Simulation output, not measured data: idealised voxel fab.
Documented hereafter: the process module known as voxel wiring stack.
cross-section cut | 205 nm wide | cells 5 nm
Reading order for cross-sections: top band down to bottom band. Underlying form: a grid of square cells. Band size: one or more rows of cells.
Heights first: top, then bottom, in nm. Then materials, left to right, each with a width in nm. "throughout" on a single material: fills the band edge to edge. "air": empty space.
Ref level 0: as-received wafer is one material below here. Bottom band extends down with no lower bound ("z 0 and below").
A width such as "30 to 40" changes by the same amount from each row of cells to the next, from the band's top row to its bottom row.
A step reported as "nothing got changed" is a step in which no cell of the cross-section changed.
Empty spaces counting at least 8 cells and having no open way to the top are listed in "Enclosed void entries". The notation width x height at distance is used for each, the distance being from the left edge and all three values in nm.
On a step's line, text after the settings is the simulator commenting on that step.
overlay nm: mask right of planned place by this much (step with mask). Neg. = left.
Reading guide: pairs of cross-sections, before and after one process step; after view cut off at lowest changed band; step and settings listed under each pair. Pairs may stem from different runs of this module on the same starting wafer; continuity with the pair above only where the "Pre-step snapshot" entry states it.

PRE-STEP SNAPSHOT
z 0 and below = Si throughout
Enclosed void entries: none

STRUCTURE AFTER STEP
z 10 to 0 = SiO2 throughout
Below 0, the layers are the same as they were.
Enclosed void entries: none
The process step separating the two cross-sections depicted above is as follows: CONFORMAL_DEP [material SiO2] [thk nm 10]

Pre-step snapshot: It is represented by the cross-section appearing after the step of the pair directly above.

STRUCTURE AFTER STEP
z 15 to 10 = TiN throughout
Below 10, the layers are the same as they were.
Enclosed void entries: none
The process step separating the two cross-sections depicted above is as follows: DIRECTIONAL_DEP [material TiN] [thk nm 5]

Pre-step snapshot: It is represented by the cross-section appearing after the step of the pair directly above.

STRUCTURE AFTER STEP
z 30 to 15 = Ru throughout
Below 15, the layers are the same as they were.
Enclosed void entries: none
The process step separating the two cross-sections depicted above is as follows: DIRECTIONAL_DEP [material Ru] [thk nm 15]

Pre-step snapshot: It is represented by the cross-section appearing after the step of the pair directly above.

STRUCTURE AFTER STEP
z 30 to 15 = 20 air, then 25 Ru, then 20 air, then 25 Ru, then 20 air, then 25 Ru, then 20 air, then 25 Ru, then 25 air
Below 15, the layers are the same as they were.
Enclosed void entries: none
The process step separating the two cross-sections depicted above is as follows: MASKED_ETCH [tone cover] [mask id METAL_1] [width nm 25] [pitch nm 45] [etch materials Ru] [depth nm 15] [overlay nm 0]

Pre-step snapshot: It is represented by the cross-section appearing after the step of the pair directly above.

STRUCTURE AFTER STEP
z 30 to 15 = 20 air, then 25 Ru, then 20 air, then 25 Ru, then 20 air, then 25 Ru, then 20 air, then 25 Ru, then 25 air
z 15 to 10 = 20 air, then 25 TiN, then 20 air, then 25 TiN, then 20 air, then 25 TiN, then 20 air, then 25 TiN, then 25 air
Below 10, the layers are the same as they were.
Enclosed void entries: none
The process step separating the two cross-sections depicted above is as follows: MASKED_ETCH [tone cover] [mask id METAL_1] [width nm 25] [pitch nm 45] [etch materials TiN] [depth nm 5] [overlay nm 0]

Pre-step snapshot: It is represented by the cross-section appearing after the step of the pair directly above.

STRUCTURE AFTER STEP
z 35 to 30 = lowk throughout
z 30 to 15 = 20 lowk, then 25 Ru, then 20 lowk, then 25 Ru, then 20 lowk, then 25 Ru, then 20 lowk, then 25 Ru, then 25 lowk
z 15 to 10 = 20 lowk, then 25 TiN, then 20 lowk, then 25 TiN, then 20 lowk, then 25 TiN, then 20 lowk, then 25 TiN, then 25 lowk
Below 10, the layers are the same as they were.
Enclosed void entries: none
The process step separating the two cross-sections depicted above is as follows: FILL_DEP [material lowk] [thk nm 5]

Pre-step snapshot: It is represented by the cross-section appearing after the step of the pair directly above.

STRUCTURE AFTER STEP
z 30 to 15 = 20 lowk, then 25 Ru, then 20 lowk, then 25 Ru, then 20 lowk, then 25 Ru, then 20 lowk, then 25 Ru, then 25 lowk
Below 15, the layers are the same as they were.
Enclosed void entries: none
The process step separating the two cross-sections depicted above is as follows: CMP [height nm 30]

Pre-step snapshot: It is represented by the cross-section appearing after the step of the pair directly above.

STRUCTURE AFTER STEP
z 35 to 30 = SiCN throughout
Below 30, the layers are the same as they were.
Enclosed void entries: none
The process step separating the two cross-sections depicted above is as follows: CONFORMAL_DEP [material SiCN] [thk nm 5]

Pre-step snapshot: It is represented by the cross-section appearing after the step of the pair directly above.

STRUCTURE AFTER STEP
z 70 to 35 = lowk throughout
Below 35, the layers are the same as they were.
Enclosed void entries: none
The process step separating the two cross-sections depicted above is as follows: DIRECTIONAL_DEP [material lowk] [thk nm 35]

Pre-step snapshot: It is represented by the cross-section appearing after the step of the pair directly above.

STRUCTURE AFTER STEP
z 85 to 70 = aC throughout
Below 70, the layers are the same as they were.
Enclosed void entries: none
The process step separating the two cross-sections depicted above is as follows: DIRECTIONAL_DEP [material aC] [thk nm 15]

Pre-step snapshot: It is represented by the cross-section appearing after the step of the pair directly above.

STRUCTURE AFTER STEP
z 115 to 85 = 20 resist, then 15 air, then 30 resist, then 15 air, then 30 resist, then 15 air, then 30 resist, then 15 air, then 35 resist
Below 85, the layers are the same as they were.
Enclosed void entries: none
The process step separating the two cross-sections depicted above is as follows: PATTERN [tone open] [mask id METAL_2_HOLES] [material resist] [width nm 15] [pitch nm 45] [thk nm 30] [overlay nm 0]

Pre-step snapshot: It is represented by the cross-section appearing after the step of the pair directly above.

STRUCTURE AFTER STEP
z 100 to 85 = 20 resist, then 15 air, then 30 resist, then 15 air, then 30 resist, then 15 air, then 30 resist, then 15 air, then 35 resist
z 85 to 70 = 20 aC, then 15 air, then 30 aC, then 15 air, then 30 aC, then 15 air, then 30 aC, then 15 air, then 35 aC
Below 70, the layers are the same as they were.
Enclosed void entries: none
The process step separating the two cross-sections depicted above is as follows: DIRECTIONAL_ETCH [etch materials aC] [depth nm 15]

Pre-step snapshot: It is represented by the cross-section appearing after the step of the pair directly above.

STRUCTURE AFTER STEP
z 85 to 70 = 20 aC, then 15 air, then 30 aC, then 15 air, then 30 aC, then 15 air, then 30 aC, then 15 air, then 35 aC
Below 70, the layers are the same as they were.
Enclosed void entries: none
The process step separating the two cross-sections depicted above is as follows: STRIP [etch materials resist]

Pre-step snapshot: It is represented by the cross-section appearing after the step of the pair directly above.

STRUCTURE AFTER STEP
z 85 to 70 = 20 aC, then 15 air, then 30 aC, then 15 air, then 30 aC, then 15 air, then 30 aC, then 15 air, then 35 aC
z 70 to 35 = 20 lowk, then 15 air, then 30 lowk, then 15 air, then 30 lowk, then 15 air, then 30 lowk, then 15 air, then 35 lowk
Below 35, the layers are the same as they were.
Enclosed void entries: none
The process step separating the two cross-sections depicted above is as follows: DIRECTIONAL_ETCH [etch materials lowk] [depth nm 35]

Pre-step snapshot: It is represented by the cross-section appearing after the step of the pair directly above.

STRUCTURE AFTER STEP
z 70 to 35 = 20 lowk, then 15 air, then 30 lowk, then 15 air, then 30 lowk, then 15 air, then 30 lowk, then 15 air, then 35 lowk
Below 35, the layers are the same as they were.
Enclosed void entries: none
The process step separating the two cross-sections depicted above is as follows: STRIP [etch materials aC]

Pre-step snapshot: It is represented by the cross-section appearing after the step of the pair directly above.

STRUCTURE AFTER STEP
z 90 to 70 = 20 resist, then 25 air, then 20 resist, then 25 air, then 20 resist, then 25 air, then 20 resist, then 25 air, then 25 resist
Below 70, the layers are the same as they were.
Enclosed void entries: none
The process step separating the two cross-sections depicted above is as follows: PATTERN [tone open] [mask id METAL_2] [material resist] [width nm 25] [pitch nm 45] [thk nm 20] [overlay nm 0]

Pre-step snapshot: It is represented by the cross-section appearing after the step of the pair directly above.

STRUCTURE AFTER STEP
z 90 to 70 = 20 resist, then 25 air, then 20 resist, then 25 air, then 20 resist, then 25 air, then 20 resist, then 25 air, then 25 resist
z 70 to 50 = 20 lowk, then 25 air, then 20 lowk, then 25 air, then 20 lowk, then 25 air, then 20 lowk, then 25 air, then 25 lowk
Below 50, the layers are the same as they were.
Enclosed void entries: none
The process step separating the two cross-sections depicted above is as follows: DIRECTIONAL_ETCH [etch materials lowk] [depth nm 20]

Pre-step snapshot: It is represented by the cross-section appearing after the step of the pair directly above.

STRUCTURE AFTER STEP
z 90 to 70 = 20 resist, then 25 air, then 20 resist, then 25 air, then 20 resist, then 25 air, then 20 resist, then 25 air, then 25 resist
z 70 to 50 = 20 lowk, then 25 air, then 20 lowk, then 25 air, then 20 lowk, then 25 air, then 20 lowk, then 25 air, then 25 lowk
z 50 to 35 = 20 lowk, then 15 air, then 30 lowk, then 15 air, then 30 lowk, then 15 air, then 30 lowk, then 15 air, then 35 lowk
z 35 to 30 = 20 SiCN, then 15 air, then 30 SiCN, then 15 air, then 30 SiCN, then 15 air, then 30 SiCN, then 15 air, then 35 SiCN
Below 30, the layers are the same as they were.
Enclosed void entries: none
The process step separating the two cross-sections depicted above is as follows: DIRECTIONAL_ETCH [etch materials SiCN] [depth nm 5]

Pre-step snapshot: It is represented by the cross-section appearing after the step of the pair directly above.

STRUCTURE AFTER STEP
z 70 to 50 = 20 lowk, then 25 air, then 20 lowk, then 25 air, then 20 lowk, then 25 air, then 20 lowk, then 25 air, then 25 lowk
Below 50, the layers are the same as they were.
Enclosed void entries: none
The process step separating the two cross-sections depicted above is as follows: STRIP [etch materials resist]

Pre-step snapshot: It is represented by the cross-section appearing after the step of the pair directly above.

STRUCTURE AFTER STEP
z 75 to 70 = 25 TiN, then 15 air, then 30 TiN, then 15 air, then 30 TiN, then 15 air, then 30 TiN, then 15 air, then 30 TiN
z 70 to 55 = 20 lowk, then 5 TiN, then 15 air, then 5 TiN, then 20 lowk, then 5 TiN, then 15 air, then 5 TiN, then 20 lowk, then 5 TiN, then 15 air, then 5 TiN, then 20 lowk, then 5 TiN, then 15 air, then 5 TiN, then 25 lowk
z 55 to 50 = 20 lowk, then 5 TiN, then 5 air, then 15 TiN, then 20 lowk, then 5 TiN, then 5 air, then 15 TiN, then 20 lowk, then 5 TiN, then 5 air, then 15 TiN, then 20 lowk, then 5 TiN, then 5 air, then 15 TiN, then 25 lowk
z 50 to 35 = 20 lowk, then 5 TiN, then 5 air, then 5 TiN, then 30 lowk, then 5 TiN, then 5 air, then 5 TiN, then 30 lowk, then 5 TiN, then 5 air, then 5 TiN, then 30 lowk, then 5 TiN, then 5 air, then 5 TiN, then 35 lowk
z 35 to 30 = 20 SiCN, then 15 TiN, then 30 SiCN, then 15 TiN, then 30 SiCN, then 15 TiN, then 30 SiCN, then 15 TiN, then 35 SiCN
Below 30, the layers are the same as they were.
Enclosed void entries: none
The process step separating the two cross-sections depicted above is as follows: CONFORMAL_DEP [material TiN] [thk nm 5]

Pre-step snapshot: It is represented by the cross-section appearing after the step of the pair directly above.

STRUCTURE AFTER STEP
z 80 to 75 = Cu throughout
z 75 to 70 = 25 TiN, then 15 Cu, then 30 TiN, then 15 Cu, then 30 TiN, then 15 Cu, then 30 TiN, then 15 Cu, then 30 TiN
z 70 to 55 = 20 lowk, then 5 TiN, then 15 Cu, then 5 TiN, then 20 lowk, then 5 TiN, then 15 Cu, then 5 TiN, then 20 lowk, then 5 TiN, then 15 Cu, then 5 TiN, then 20 lowk, then 5 TiN, then 15 Cu, then 5 TiN, then 25 lowk
z 55 to 50 = 20 lowk, then 5 TiN, then 5 Cu, then 15 TiN, then 20 lowk, then 5 TiN, then 5 Cu, then 15 TiN, then 20 lowk, then 5 TiN, then 5 Cu, then 15 TiN, then 20 lowk, then 5 TiN, then 5 Cu, then 15 TiN, then 25 lowk
z 50 to 35 = 20 lowk, then 5 TiN, then 5 Cu, then 5 TiN, then 30 lowk, then 5 TiN, then 5 Cu, then 5 TiN, then 30 lowk, then 5 TiN, then 5 Cu, then 5 TiN, then 30 lowk, then 5 TiN, then 5 Cu, then 5 TiN, then 35 lowk
Below 35, the layers are the same as they were.
Enclosed void entries: none
The process step separating the two cross-sections depicted above is as follows: FILL_DEP [material Cu] [thk nm 5]

Pre-step snapshot: It is represented by the cross-section appearing after the step of the pair directly above.

STRUCTURE AFTER STEP
z 70 to 55 = 20 lowk, then 5 TiN, then 15 Cu, then 5 TiN, then 20 lowk, then 5 TiN, then 15 Cu, then 5 TiN, then 20 lowk, then 5 TiN, then 15 Cu, then 5 TiN, then 20 lowk, then 5 TiN, then 15 Cu, then 5 TiN, then 25 lowk
Below 55, the layers are the same as they were.
Enclosed void entries: none
The process step separating the two cross-sections depicted above is as follows: CMP [height nm 70]

Pre-step snapshot: It is represented by the cross-section appearing after the step of the pair directly above.

STRUCTURE AFTER STEP
z 75 to 70 = SiCN throughout
Below 70, the layers are the same as they were.
Enclosed void entries: none
The process step separating the two cross-sections depicted above is as follows: CONFORMAL_DEP [material SiCN] [thk nm 5]

Pre-step snapshot: It is represented by the cross-section appearing after the step of the pair directly above.

STRUCTURE AFTER STEP
z 95 to 75 = lowk throughout
Below 75, the layers are the same as they were.
Enclosed void entries: none
The process step separating the two cross-sections depicted above is as follows: DIRECTIONAL_DEP [material lowk] [thk nm 20]

Pre-step snapshot: It is represented by the cross-section appearing after the step of the pair directly above.

STRUCTURE AFTER STEP
z 110 to 95 = 20 resist, then 15 air, then 75 resist, then 15 air, then 80 resist
Below 95, the layers are the same as they were.
Enclosed void entries: none
The process step separating the two cross-sections depicted above is as follows: PATTERN [tone open] [mask id PLUG_2] [material resist] [width nm 15] [pitch nm 90] [thk nm 15] [overlay nm 0]

Pre-step snapshot: It is represented by the cross-section appearing after the step of the pair directly above.

STRUCTURE AFTER STEP
z 110 to 95 = 20 resist, then 15 air, then 75 resist, then 15 air, then 80 resist
z 95 to 75 = 20 lowk, then 15 air, then 75 lowk, then 15 air, then 80 lowk
Below 75, the layers are the same as they were.
Enclosed void entries: none
The process step separating the two cross-sections depicted above is as follows: DIRECTIONAL_ETCH [etch materials lowk] [depth nm 20]

Pre-step snapshot: It is represented by the cross-section appearing after the step of the pair directly above.

STRUCTURE AFTER STEP
z 110 to 95 = 20 resist, then 15 air, then 75 resist, then 15 air, then 80 resist
z 95 to 75 = 20 lowk, then 15 air, then 75 lowk, then 15 air, then 80 lowk
z 75 to 70 = 20 SiCN, then 15 air, then 75 SiCN, then 15 air, then 80 SiCN
Below 70, the layers are the same as they were.
Enclosed void entries: none
The process step separating the two cross-sections depicted above is as follows: DIRECTIONAL_ETCH [etch materials SiCN] [depth nm 5]

Pre-step snapshot: It is represented by the cross-section appearing after the step of the pair directly above.

STRUCTURE AFTER STEP
z 95 to 75 = 20 lowk, then 15 air, then 75 lowk, then 15 air, then 80 lowk
Below 75, the layers are the same as they were.
Enclosed void entries: none
The process step separating the two cross-sections depicted above is as follows: STRIP [etch materials resist]

Pre-step snapshot: It is represented by the cross-section appearing after the step of the pair directly above.

STRUCTURE AFTER STEP
z 100 to 95 = 25 TiN, then 5 air, then 85 TiN, then 5 air, then 85 TiN
z 95 to 75 = 20 lowk, then 5 TiN, then 5 air, then 5 TiN, then 75 lowk, then 5 TiN, then 5 air, then 5 TiN, then 80 lowk
z 75 to 70 = 20 SiCN, then 15 TiN, then 75 SiCN, then 15 TiN, then 80 SiCN
Below 70, the layers are the same as they were.
Enclosed void entries: none
The process step separating the two cross-sections depicted above is as follows: CONFORMAL_DEP [material TiN] [thk nm 5]

Pre-step snapshot: It is represented by the cross-section appearing after the step of the pair directly above.

STRUCTURE AFTER STEP
z 110 to 100 = W throughout
z 100 to 95 = 25 TiN, then 5 W, then 85 TiN, then 5 W, then 85 TiN
z 95 to 75 = 20 lowk, then 5 TiN, then 5 W, then 5 TiN, then 75 lowk, then 5 TiN, then 5 W, then 5 TiN, then 80 lowk
Below 75, the layers are the same as they were.
Enclosed void entries: none
The process step separating the two cross-sections depicted above is as follows: FILL_DEP [material W] [thk nm 10]

Pre-step snapshot: It is represented by the cross-section appearing after the step of the pair directly above.

STRUCTURE AFTER STEP
z 95 to 75 = 20 lowk, then 5 TiN, then 5 W, then 5 TiN, then 75 lowk, then 5 TiN, then 5 W, then 5 TiN, then 80 lowk
Below 75, the layers are the same as they were.
Enclosed void entries: none
The process step separating the two cross-sections depicted above is as follows: CMP [height nm 95]

Pre-step snapshot: It is represented by the cross-section appearing after the step of the pair directly above.

STRUCTURE AFTER STEP
z 100 to 95 = TiN throughout
Below 95, the layers are the same as they were.
Enclosed void entries: none
The process step separating the two cross-sections depicted above is as follows: DIRECTIONAL_DEP [material TiN] [thk nm 5]

Pre-step snapshot: It is represented by the cross-section appearing after the step of the pair directly above.

STRUCTURE AFTER STEP
z 115 to 100 = W throughout
Below 100, the layers are the same as they were.
Enclosed void entries: none
The process step separating the two cross-sections depicted above is as follows: DIRECTIONAL_DEP [material W] [thk nm 15]

Pre-step snapshot: It is represented by the cross-section appearing after the step of the pair directly above.

STRUCTURE AFTER STEP
z 115 to 100 = 20 air, then 25 W, then 20 air, then 25 W, then 20 air, then 25 W, then 20 air, then 25 W, then 25 air
Below 100, the layers are the same as they were.
Enclosed void entries: none
The process step separating the two cross-sections depicted above is as follows: MASKED_ETCH [tone cover] [mask id METAL_3] [width nm 25] [pitch nm 45] [etch materials W] [depth nm 15] [overlay nm 0]

Pre-step snapshot: It is represented by the cross-section appearing after the step of the pair directly above.

STRUCTURE AFTER STEP
z 115 to 100 = 20 air, then 25 W, then 20 air, then 25 W, then 20 air, then 25 W, then 20 air, then 25 W, then 25 air
z 100 to 95 = 20 air, then 25 TiN, then 20 air, then 25 TiN, then 20 air, then 25 TiN, then 20 air, then 25 TiN, then 25 air
Below 95, the layers are the same as they were.
Enclosed void entries: none
The process step separating the two cross-sections depicted above is as follows: MASKED_ETCH [tone cover] [mask id METAL_3] [width nm 25] [pitch nm 45] [etch materials TiN] [depth nm 5] [overlay nm 0]

Pre-step snapshot: It is represented by the cross-section appearing after the step of the pair directly above.

STRUCTURE AFTER STEP
z 120 to 115 = 15 air, then 35 SiN, then 10 air, then 35 SiN, then 10 air, then 35 SiN, then 10 air, then 35 SiN, then 20 air
z 115 to 100 = 15 air, then 5 SiN, then 25 W, then 5 SiN, then 10 air, then 5 SiN, then 25 W, then 5 SiN, then 10 air, then 5 SiN, then 25 W, then 5 SiN, then 10 air, then 5 SiN, then 25 W, then 5 SiN, then 20 air
z 100 to 95 = 20 SiN, then 25 TiN, then 20 SiN, then 25 TiN, then 20 SiN, then 25 TiN, then 20 SiN, then 25 TiN, then 25 SiN
Below 95, the layers are the same as they were.
Enclosed void entries: none
The process step separating the two cross-sections depicted above is as follows: CONFORMAL_DEP [material SiN] [thk nm 5]

Pre-step snapshot: It is represented by the cross-section appearing after the step of the pair directly above.

STRUCTURE AFTER STEP
z 125 to 120 = SiO2 throughout
z 120 to 115 = 15 SiO2, then 35 SiN, then 10 SiO2, then 35 SiN, then 10 SiO2, then 35 SiN, then 10 SiO2, then 35 SiN, then 20 SiO2
z 115 to 100 = 15 SiO2, then 5 SiN, then 25 W, then 5 SiN, then 10 SiO2, then 5 SiN, then 25 W, then 5 SiN, then 10 SiO2, then 5 SiN, then 25 W, then 5 SiN, then 10 SiO2, then 5 SiN, then 25 W, then 5 SiN, then 20 SiO2
Below 100, the layers are the same as they were.
Enclosed void entries: none
The process step separating the two cross-sections depicted above is as follows: FILL_DEP [material SiO2] [thk nm 5]

Pre-step snapshot: It is represented by the cross-section appearing after the step of the pair directly above.

STRUCTURE AFTER STEP
z 115 to 100 = 15 SiO2, then 5 SiN, then 25 W, then 5 SiN, then 10 SiO2, then 5 SiN, then 25 W, then 5 SiN, then 10 SiO2, then 5 SiN, then 25 W, then 5 SiN, then 10 SiO2, then 5 SiN, then 25 W, then 5 SiN, then 20 SiO2
Below 100, the layers are the same as they were.
Enclosed void entries: none
The process step separating the two cross-sections depicted above is as follows: CMP [height nm 115]

Pre-step snapshot: It is represented by the cross-section appearing after the step of the pair directly above.

STRUCTURE AFTER STEP
z 120 to 115 = SiCN throughout
Below 115, the layers are the same as they were.
Enclosed void entries: none
The process step separating the two cross-sections depicted above is as follows: CONFORMAL_DEP [material SiCN] [thk nm 5]

PRE-STEP SNAPSHOT
z 10 to 0 = SiO2 throughout
z 0 and below = Si throughout
Enclosed void entries: none

STRUCTURE AFTER STEP
z 25 to 10 = Ru throughout
Below 10, the layers are the same as they were.
Enclosed void entries: none
The process step separating the two cross-sections depicted above is as follows: DIRECTIONAL_DEP [material Ru] [thk nm 15]

Pre-step snapshot: It is represented by the cross-section appearing after the step of the pair directly above.

STRUCTURE AFTER STEP
z 25 to 10 = 20 air, then 25 Ru, then 20 air, then 25 Ru, then 20 air, then 25 Ru, then 20 air, then 25 Ru, then 25 air
Below 10, the layers are the same as they were.
Enclosed void entries: none
The process step separating the two cross-sections depicted above is as follows: MASKED_ETCH [tone cover] [mask id METAL_1] [width nm 25] [pitch nm 45] [etch materials Ru] [depth nm 15] [overlay nm 0]

Pre-step snapshot: It is represented by the cross-section appearing after the step of the pair directly above.

STRUCTURE AFTER STEP
z 30 to 25 = lowk throughout
z 25 to 10 = 20 lowk, then 25 Ru, then 20 lowk, then 25 Ru, then 20 lowk, then 25 Ru, then 20 lowk, then 25 Ru, then 25 lowk
Below 10, the layers are the same as they were.
Enclosed void entries: none
The process step separating the two cross-sections depicted above is as follows: FILL_DEP [material lowk] [thk nm 5]

Pre-step snapshot: It is represented by the cross-section appearing after the step of the pair directly above.

STRUCTURE AFTER STEP
z 35 to 30 = SiCN throughout
Below 30, the layers are the same as they were.
Enclosed void entries: none
The process step separating the two cross-sections depicted above is as follows: CONFORMAL_DEP [material SiCN] [thk nm 5]

Pre-step snapshot: It is represented by the cross-section appearing after the step of the pair directly above.

STRUCTURE AFTER STEP
z 70 to 35 = lowk throughout
Below 35, the layers are the same as they were.
Enclosed void entries: none
The process step separating the two cross-sections depicted above is as follows: DIRECTIONAL_DEP [material lowk] [thk nm 35]

Pre-step snapshot: It is represented by the cross-section appearing after the step of the pair directly above.

STRUCTURE AFTER STEP
z 85 to 70 = aC throughout
Below 70, the layers are the same as they were.
Enclosed void entries: none
The process step separating the two cross-sections depicted above is as follows: DIRECTIONAL_DEP [material aC] [thk nm 15]

Pre-step snapshot: It is represented by the cross-section appearing after the step of the pair directly above.

STRUCTURE AFTER STEP
z 115 to 85 = 20 resist, then 15 air, then 30 resist, then 15 air, then 30 resist, then 15 air, then 30 resist, then 15 air, then 35 resist
Below 85, the layers are the same as they were.
Enclosed void entries: none
The process step separating the two cross-sections depicted above is as follows: PATTERN [tone open] [mask id METAL_2_HOLES] [material resist] [width nm 15] [pitch nm 45] [thk nm 30] [overlay nm 0]

Pre-step snapshot: It is represented by the cross-section appearing after the step of the pair directly above.

STRUCTURE AFTER STEP
z 100 to 85 = 20 resist, then 15 air, then 30 resist, then 15 air, then 30 resist, then 15 air, then 30 resist, then 15 air, then 35 resist
z 85 to 70 = 20 aC, then 15 air, then 30 aC, then 15 air, then 30 aC, then 15 air, then 30 aC, then 15 air, then 35 aC
Below 70, the layers are the same as they were.
Enclosed void entries: none
The process step separating the two cross-sections depicted above is as follows: DIRECTIONAL_ETCH [etch materials aC] [depth nm 15]

Pre-step snapshot: It is represented by the cross-section appearing after the step of the pair directly above.

STRUCTURE AFTER STEP
z 85 to 70 = 20 aC, then 15 air, then 30 aC, then 15 air, then 30 aC, then 15 air, then 30 aC, then 15 air, then 35 aC
Below 70, the layers are the same as they were.
Enclosed void entries: none
The process step separating the two cross-sections depicted above is as follows: STRIP [etch materials resist]

Pre-step snapshot: It is represented by the cross-section appearing after the step of the pair directly above.

STRUCTURE AFTER STEP
z 85 to 70 = 20 aC, then 15 air, then 30 aC, then 15 air, then 30 aC, then 15 air, then 30 aC, then 15 air, then 35 aC
z 70 to 35 = 20 lowk, then 15 air, then 30 lowk, then 15 air, then 30 lowk, then 15 air, then 30 lowk, then 15 air, then 35 lowk
Below 35, the layers are the same as they were.
Enclosed void entries: none
The process step separating the two cross-sections depicted above is as follows: DIRECTIONAL_ETCH [etch materials lowk] [depth nm 35]

Pre-step snapshot: It is represented by the cross-section appearing after the step of the pair directly above.

STRUCTURE AFTER STEP
z 70 to 35 = 20 lowk, then 15 air, then 30 lowk, then 15 air, then 30 lowk, then 15 air, then 30 lowk, then 15 air, then 35 lowk
Below 35, the layers are the same as they were.
Enclosed void entries: none
The process step separating the two cross-sections depicted above is as follows: STRIP [etch materials aC]

Pre-step snapshot: It is represented by the cross-section appearing after the step of the pair directly above.

STRUCTURE AFTER STEP
z 90 to 70 = 20 resist, then 25 air, then 20 resist, then 25 air, then 20 resist, then 25 air, then 20 resist, then 25 air, then 25 resist
Below 70, the layers are the same as they were.
Enclosed void entries: none
The process step separating the two cross-sections depicted above is as follows: PATTERN [tone open] [mask id METAL_2] [material resist] [width nm 25] [pitch nm 45] [thk nm 20] [overlay nm 0]

Pre-step snapshot: It is represented by the cross-section appearing after the step of the pair directly above.

STRUCTURE AFTER STEP
z 90 to 70 = 20 resist, then 25 air, then 20 resist, then 25 air, then 20 resist, then 25 air, then 20 resist, then 25 air, then 25 resist
z 70 to 50 = 20 lowk, then 25 air, then 20 lowk, then 25 air, then 20 lowk, then 25 air, then 20 lowk, then 25 air, then 25 lowk
Below 50, the layers are the same as they were.
Enclosed void entries: none
The process step separating the two cross-sections depicted above is as follows: DIRECTIONAL_ETCH [etch materials lowk] [depth nm 20]

Pre-step snapshot: It is represented by the cross-section appearing after the step of the pair directly above.

STRUCTURE AFTER STEP
z 90 to 70 = 20 resist, then 25 air, then 20 resist, then 25 air, then 20 resist, then 25 air, then 20 resist, then 25 air, then 25 resist
z 70 to 50 = 20 lowk, then 25 air, then 20 lowk, then 25 air, then 20 lowk, then 25 air, then 20 lowk, then 25 air, then 25 lowk
z 50 to 35 = 20 lowk, then 15 air, then 30 lowk, then 15 air, then 30 lowk, then 15 air, then 30 lowk, then 15 air, then 35 lowk
z 35 to 30 = 20 SiCN, then 15 air, then 30 SiCN, then 15 air, then 30 SiCN, then 15 air, then 30 SiCN, then 15 air, then 35 SiCN
Below 30, the layers are the same as they were.
Enclosed void entries: none
The process step separating the two cross-sections depicted above is as follows: DIRECTIONAL_ETCH [etch materials SiCN] [depth nm 5]

Pre-step snapshot: It is represented by the cross-section appearing after the step of the pair directly above.

STRUCTURE AFTER STEP
z 70 to 50 = 20 lowk, then 25 air, then 20 lowk, then 25 air, then 20 lowk, then 25 air, then 20 lowk, then 25 air, then 25 lowk
Below 50, the layers are the same as they were.
Enclosed void entries: none
The process step separating the two cross-sections depicted above is as follows: STRIP [etch materials resist]

Pre-step snapshot: It is represented by the cross-section appearing after the step of the pair directly above.

STRUCTURE AFTER STEP
z 75 to 70 = 25 TiN, then 15 air, then 30 TiN, then 15 air, then 30 TiN, then 15 air, then 30 TiN, then 15 air, then 30 TiN
z 70 to 55 = 20 lowk, then 5 TiN, then 15 air, then 5 TiN, then 20 lowk, then 5 TiN, then 15 air, then 5 TiN, then 20 lowk, then 5 TiN, then 15 air, then 5 TiN, then 20 lowk, then 5 TiN, then 15 air, then 5 TiN, then 25 lowk
z 55 to 50 = 20 lowk, then 5 TiN, then 5 air, then 15 TiN, then 20 lowk, then 5 TiN, then 5 air, then 15 TiN, then 20 lowk, then 5 TiN, then 5 air, then 15 TiN, then 20 lowk, then 5 TiN, then 5 air, then 15 TiN, then 25 lowk
z 50 to 35 = 20 lowk, then 5 TiN, then 5 air, then 5 TiN, then 30 lowk, then 5 TiN, then 5 air, then 5 TiN, then 30 lowk, then 5 TiN, then 5 air, then 5 TiN, then 30 lowk, then 5 TiN, then 5 air, then 5 TiN, then 35 lowk
z 35 to 30 = 20 SiCN, then 15 TiN, then 30 SiCN, then 15 TiN, then 30 SiCN, then 15 TiN, then 30 SiCN, then 15 TiN, then 35 SiCN
Below 30, the layers are the same as they were.
Enclosed void entries: none
The process step separating the two cross-sections depicted above is as follows: CONFORMAL_DEP [material TiN] [thk nm 5]

Pre-step snapshot: It is represented by the cross-section appearing after the step of the pair directly above.

STRUCTURE AFTER STEP
z 80 to 75 = Cu throughout
z 75 to 70 = 25 TiN, then 15 Cu, then 30 TiN, then 15 Cu, then 30 TiN, then 15 Cu, then 30 TiN, then 15 Cu, then 30 TiN
z 70 to 55 = 20 lowk, then 5 TiN, then 15 Cu, then 5 TiN, then 20 lowk, then 5 TiN, then 15 Cu, then 5 TiN, then 20 lowk, then 5 TiN, then 15 Cu, then 5 TiN, then 20 lowk, then 5 TiN, then 15 Cu, then 5 TiN, then 25 lowk
z 55 to 50 = 20 lowk, then 5 TiN, then 5 Cu, then 15 TiN, then 20 lowk, then 5 TiN, then 5 Cu, then 15 TiN, then 20 lowk, then 5 TiN, then 5 Cu, then 15 TiN, then 20 lowk, then 5 TiN, then 5 Cu, then 15 TiN, then 25 lowk
z 50 to 35 = 20 lowk, then 5 TiN, then 5 Cu, then 5 TiN, then 30 lowk, then 5 TiN, then 5 Cu, then 5 TiN, then 30 lowk, then 5 TiN, then 5 Cu, then 5 TiN, then 30 lowk, then 5 TiN, then 5 Cu, then 5 TiN, then 35 lowk
Below 35, the layers are the same as they were.
Enclosed void entries: none
The process step separating the two cross-sections depicted above is as follows: FILL_DEP [material Cu] [thk nm 5]

Pre-step snapshot: It is represented by the cross-section appearing after the step of the pair directly above.

STRUCTURE AFTER STEP
z 70 to 55 = 20 lowk, then 5 TiN, then 15 Cu, then 5 TiN, then 20 lowk, then 5 TiN, then 15 Cu, then 5 TiN, then 20 lowk, then 5 TiN, then 15 Cu, then 5 TiN, then 20 lowk, then 5 TiN, then 15 Cu, then 5 TiN, then 25 lowk
Below 55, the layers are the same as they were.
Enclosed void entries: none
The process step separating the two cross-sections depicted above is as follows: CMP [height nm 70]

Pre-step snapshot: It is represented by the cross-section appearing after the step of the pair directly above.

STRUCTURE AFTER STEP
z 75 to 70 = SiCN throughout
Below 70, the layers are the same as they were.
Enclosed void entries: none
The process step separating the two cross-sections depicted above is as follows: CONFORMAL_DEP [material SiCN] [thk nm 5]

Pre-step snapshot: It is represented by the cross-section appearing after the step of the pair directly above.

STRUCTURE AFTER STEP
z 95 to 75 = lowk throughout
Below 75, the layers are the same as they were.
Enclosed void entries: none
The process step separating the two cross-sections depicted above is as follows: DIRECTIONAL_DEP [material lowk] [thk nm 20]
